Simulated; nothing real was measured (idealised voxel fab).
This is a process module. Its name is voxel transistor to metal.
Pictured: cross-section cut, 270 nm wide, on a grid of 5 nm square cells.
We lay out every cross-section as a grid of square cells and spell it out in bands from the top down, where one band means one or more rows of cells.
First you get the band's top height and its bottom height, in nm, and then the materials it's made of, left to right, with each width in nm. If you see a single material with "edge to edge", that one covers the band edge to edge. "empty" is empty space.
Below 0: as-received wafer, all one material; heights counted from there. Lowest band: no bottom, goes on down, written "0 down".
With a width like "30..40", each row of cells in the band differs from the next by the same amount, the top row carrying the first number and the bottom row the second.
"remains unaltered", as given for a step, is the statement that not any cell of the cross-section underwent a change during that step.
Any empty space of 8 cells or more lacking an open way to the top shows up in "Enclosed cavities" as width x height at distance, distance from the left edge, in nm.
If you see something after the settings on a step's line, that's the simulator's own remark about that step.
A step line may carry the setting "overlay nm", which, for steps involving a mask, states the distance by which the mask lay to the right of its intended position; negative values denote displacement to the left.

### Planned process steps
- 1: RECEIVE (material Si)
- 2: CONFORMAL_DEP (material SiO2; thk nm 5)
- 3: CONFORMAL_DEP (material SiN; thk nm 15)
- 4: DIRECTIONAL_DEP (material aC; thk nm 15)
- 5: PATTERN (tone cover; mask id ACTIVE; material resist; width nm 105; pitch nm 135; thk nm 30; overlay nm 0)
- 6: DIRECTIONAL_ETCH (etch materials aC; depth nm 15)
- 7: STRIP (etch materials resist)
- 8: DIRECTIONAL_ETCH (etch materials SiN; depth nm 15)
- 9: DIRECTIONAL_ETCH (etch materials SiO2; depth nm 5)
- 10: DIRECTIONAL_ETCH (etch materials Si; depth nm 25)
- 11: STRIP (etch materials aC)
- 12: OXIDIZE (depth nm 5)
- 13: FILL_DEP (material SiO2; thk nm 5)
- 14: CMP (height nm 20)
- 15: SELECTIVE_ETCH (etch materials SiO2; depth nm 5)
- 16: STRIP (etch materials SiN)
- 17: SELECTIVE_ETCH (etch materials SiO2; depth nm 5)
- 18: OXIDIZE (depth nm 5)
- 19: DIRECTIONAL_DEP (material polySi; thk nm 20)
- 20: DIRECTIONAL_DEP (material SiCN; thk nm 10)
- 21: MASKED_ETCH (tone cover; mask id GATE; width nm 25; pitch nm 135; etch materials SiCN; depth nm 20; overlay nm 0)
- 22: MASKED_ETCH (tone cover; mask id GATE; width nm 25; pitch nm 135; etch materials polySi; depth nm 30; overlay nm 0)
- 23: CONFORMAL_DEP (material SiN; thk nm 5)
- 24: DIRECTIONAL_ETCH (etch materials SiN; depth nm 5)
- 25: DIRECTIONAL_ETCH (etch materials SiO2; depth nm 5)
- 26: DIRECTIONAL_ETCH (etch materials Si; depth nm 10)
- 27: EPI (material pSi; thk nm 15)
- 28: FILL_DEP (material SiO2; thk nm 10)
- 29: CMP (height nm 30)
- 30: DIRECTIONAL_DEP (material SiO2; thk nm 10)
- 31: PATTERN (tone open; mask id CONTACT; material resist; width nm 25; thk nm 20; overlay nm 0)
- 32: DIRECTIONAL_ETCH (etch materials SiO2; depth nm 40)
- 33: STRIP (etch materials resist)
- 34: CONFORMAL_DEP (material TiN; thk nm 5)
- 35: FILL_DEP (material Ru; thk nm 5)
- 36: CMP (height nm 40)
- 37: CONFORMAL_DEP (material SiN; thk nm 5)
- 38: DIRECTIONAL_DEP (material lowk; thk nm 25)
- 39: PATTERN (tone open; mask id METAL_1; material resist; width nm 15; thk nm 20; overlay nm 0)
- 40: DIRECTIONAL_ETCH (etch materials lowk; depth nm 25)
- 41: DIRECTIONAL_ETCH (etch materials SiN; depth nm 5)
- 42: STRIP (etch materials resist)
- 43: CONFORMAL_DEP (material TiN; thk nm 5)
- 44: FILL_DEP (material Ru; thk nm 5)
- 45: CMP (height nm 70)
- 46: CONFORMAL_DEP (material SiCN; thk nm 5)

### as received, after step 1
    0 down | Si edge to edge
    Enclosed cavities: none

### The first of the two wafers as seen in cross-section once the module was finished; processing followed the plan
    75 to 70 | SiCN edge to edge
    70 to 45 | lowk=25, TiN=5, Ru=5, TiN=5, lowk=55, TiN=5, Ru=5, TiN=5, lowk=50, TiN=5, Ru=5, TiN=5, lowk=55, TiN=5, Ru=5, TiN=5, lowk=25
    45 to 40 | SiN=25, TiN=15, SiN=55, TiN=15, SiN=50, TiN=15, SiN=55, TiN=15, SiN=25
    40 to 30 | SiO2=25, TiN=5, Ru=15, TiN=5, SiO2=35, TiN=5, Ru=15, TiN=5, SiO2=50, TiN=5, Ru=15, TiN=5, SiO2=35, TiN=5, Ru=15, TiN=5, SiO2=25
    30 to 20 | SiO2=25, TiN=5, Ru=15, TiN=5, SiN=5, SiCN=25, SiN=5, TiN=5, Ru=15, TiN=5, SiO2=50, TiN=5, Ru=15, TiN=5, SiN=5, SiCN=25, SiN=5, TiN=5, Ru=15, TiN=5, SiO2=25
    20 to 15 | SiO2=25, TiN=5, Ru=15, TiN=5, SiN=5, polySi=25, SiN=5, TiN=5, Ru=15, TiN=5, SiO2=50, TiN=5, Ru=15, TiN=5, SiN=5, polySi=25, SiN=5, TiN=5, Ru=15, TiN=5, SiO2=25
    15 to 10 | SiO2=25, TiN=25, SiN=5, polySi=25, SiN=5, TiN=25, SiO2=50, TiN=25, SiN=5, polySi=25, SiN=5, TiN=25, SiO2=25
    10 to 0 | SiO2=10, SiN=5, SiO2=10, TiN=10, pSi=15, SiN=5, polySi=25, SiN=5, pSi=15, TiN=10, SiO2=10, SiN=5, SiO2=20, SiN=5, SiO2=10, TiN=10, pSi=15, SiN=5, polySi=25, SiN=5, pSi=15, TiN=10, SiO2=10, SiN=5, SiO2=10
    0 to -5 | SiO2=15, pSi=35, SiO2=35, pSi=35, SiO2=30, pSi=35, SiO2=35, pSi=35, SiO2=15
    -5 to -15 | SiO2=20, pSi=30, Si=35, pSi=30, SiO2=40, pSi=30, Si=35, pSi=30, SiO2=20
    -15 to -30 | SiO2=20, Si=95, SiO2=40, Si=95, SiO2=20
    -30 down | Si edge to edge
    Enclosed cavities: none

### Wafer two, sectioned after the module: the first wafer's start, the first wafer's plan, and one mistake in how it was run
    75 to 70 | SiCN edge to edge
    70 to 45 | lowk=25, TiN=5, Ru=5, TiN=5, lowk=55, TiN=5, Ru=5, TiN=5, lowk=50, TiN=5, Ru=5, TiN=5, lowk=55, TiN=5, Ru=5, TiN=5, lowk=25
    45 to 40 | SiN=25, TiN=15, SiN=55, TiN=15, SiN=50, TiN=15, SiN=55, TiN=15, SiN=25
    40 to 30 | SiO2=25, TiN=5, Ru=15, TiN=5, SiO2=35, TiN=5, Ru=15, TiN=5, SiO2=50, TiN=5, Ru=15, TiN=5, SiO2=35, TiN=5, Ru=15, TiN=5, SiO2=25
    30 to 25 | SiO2=25, TiN=25, SiN=5, SiCN=25, SiN=5, TiN=25, SiO2=50, TiN=25, SiN=5, SiCN=25, SiN=5, TiN=25, SiO2=25
    25 to 20 | SiO2=20, pSi=30, SiN=5, SiCN=25, SiN=5, pSi=30, SiO2=40, pSi=30, SiN=5, SiCN=25, SiN=5, pSi=30, SiO2=20
    20 to 10 | SiO2=20..10, pSi=30..40, SiN=5, polySi=25, SiN=5, pSi=30..40, SiO2=40..20, pSi=30..40, SiN=5, polySi=25, SiN=5, pSi=30..40, SiO2=20..10
    10 to 0 | SiO2=10, SiN=5, pSi=35, SiN=5, polySi=25, SiN=5, pSi=35, SiN=5, SiO2=20, SiN=5, pSi=35, SiN=5, polySi=25, SiN=5, pSi=35, SiN=5, SiO2=10
    0 to -5 | SiO2=15, pSi=35, SiO2=35, pSi=35, SiO2=30, pSi=35, SiO2=35, pSi=35, SiO2=15
    -5 to -15 | SiO2=20, pSi=30, Si=35, pSi=30, SiO2=40, pSi=30, Si=35, pSi=30, SiO2=20
    -15 to -30 | SiO2=20, Si=95, SiO2=40, Si=95, SiO2=20
    -30 down | Si edge to edge
    Enclosed cavities: none
Plan not followed: step 27 of the plan was performed twice
Bottom line after processing is that, in cells, the second wafer is up or down on some materials versus the first: 36 fewer of Ru; 36 fewer of SiO2; 40 fewer of TiN; 112 more of pSi
